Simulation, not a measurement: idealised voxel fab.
process module | voxel quadruple lines
Each square cell in cross-section cut measures 5 nm, and the section as a whole is 140 nm wide.
In what follows, cross-sections appear as grids of square cells, described through bands that run from the top down, where every band is one or more rows of cells. Heads up on the band format: heights come first, top then bottom, in nm. After that it's the materials left to right, each with its width in nm. A single material flagged "throughout" fills the whole band edge to edge, and "empty" means there's empty space there. It should be noted that heights are counted from 0, beneath which the wafer as supplied is of one material throughout, and that the lowest band possesses no lower boundary but continues downward, as written in "0 -> down". Quick explanation for "30..40": the width changes in equal steps down the rows of cells, from the first number in the band's top row to the second number in its bottom row. You'll sometimes find "no modifications" written for a step, and that's the way of saying that nowhere in the cross-section did a cell change during that step. In the "Closed void roster" entry, you get each enclosed empty space of 8 cells or more, one with no open way to the top, written width x height at distance, distance from the left edge, in nm. Where a step's line continues beyond its settings, the continuation is a remark by the simulator itself on that step. If you see "overlay nm" on a step's line and that step has a mask, it's telling you how far right of where it was planned the mask ended up; a negative number means it went left instead.
PLANNED STEP LIST FOR THE PROCESS
step 1: RECEIVE, material Si
step 2: CONFORMAL_DEP, material SiO2, thk nm 5
step 3: DIRECTIONAL_DEP, material TiN, thk nm 10
step 4: DIRECTIONAL_DEP, material polySi, thk nm 15
step 5: DIRECTIONAL_DEP, material aC, thk nm 20
step 6: PATTERN, tone cover, mask id MANDREL, material resist, width nm 35, thk nm 25, overlay nm 0
step 7: DIRECTIONAL_ETCH, etch materials aC, depth nm 20
step 8: STRIP, etch materials resist
step 9: CONFORMAL_DEP, material SiO2, thk nm 15
step 10: DIRECTIONAL_ETCH, etch materials SiO2, depth nm 15
step 11: STRIP, etch materials aC
step 12: DIRECTIONAL_ETCH, etch materials polySi, depth nm 15
step 13: STRIP, etch materials SiO2
step 14: CONFORMAL_DEP, material SiCN, thk nm 10
step 15: DIRECTIONAL_ETCH, etch materials SiCN, depth nm 10
step 16: STRIP, etch materials polySi
step 17: DIRECTIONAL_ETCH, etch materials TiN, depth nm 10
step 18: STRIP, etch materials SiCN
step 19: FILL_DEP, material SiO2, thk nm 10
step 20: CMP, height nm 15
AS RECEIVED (POST STEP 1): CROSS-SECTION
* 0 -> down  Si throughout
* Closed void roster: none
CROSS-SECTION, FIRST OF TWO WAFERS, END OF MODULE, RUN AS PLANNED
* 15 -> 5  SiO2 25 nm, then TiN 10 nm, then SiO2 15 nm, then TiN 10 nm, then SiO2 15 nm, then TiN 10 nm, then SiO2 15 nm, then TiN 10 nm, then SiO2 30 nm
* 5 -> 0  SiO2 throughout
* 0 -> down  Si throughout
* Closed void roster: none
MODULE END: CROSS-SECTION OF WAFER TWO OF TWO. SAME START AND PROCESS PLAN AS THE FIRST WAFER. ONE MISTAKE DURING EXECUTION
* 15 -> 5  SiO2 40 nm, then TiN 55 nm, then SiO2 45 nm
* 5 -> 0  SiO2 throughout
* 0 -> down  Si throughout
* Closed void roster: none
Against the plan, the run slipped here: step 11 off recipe, ran as STRIP, etch materials SiO2
Per the end-of-run cell counts, the second wafer holds more or fewer of some materials than the first: SiO2 -6; TiN +6
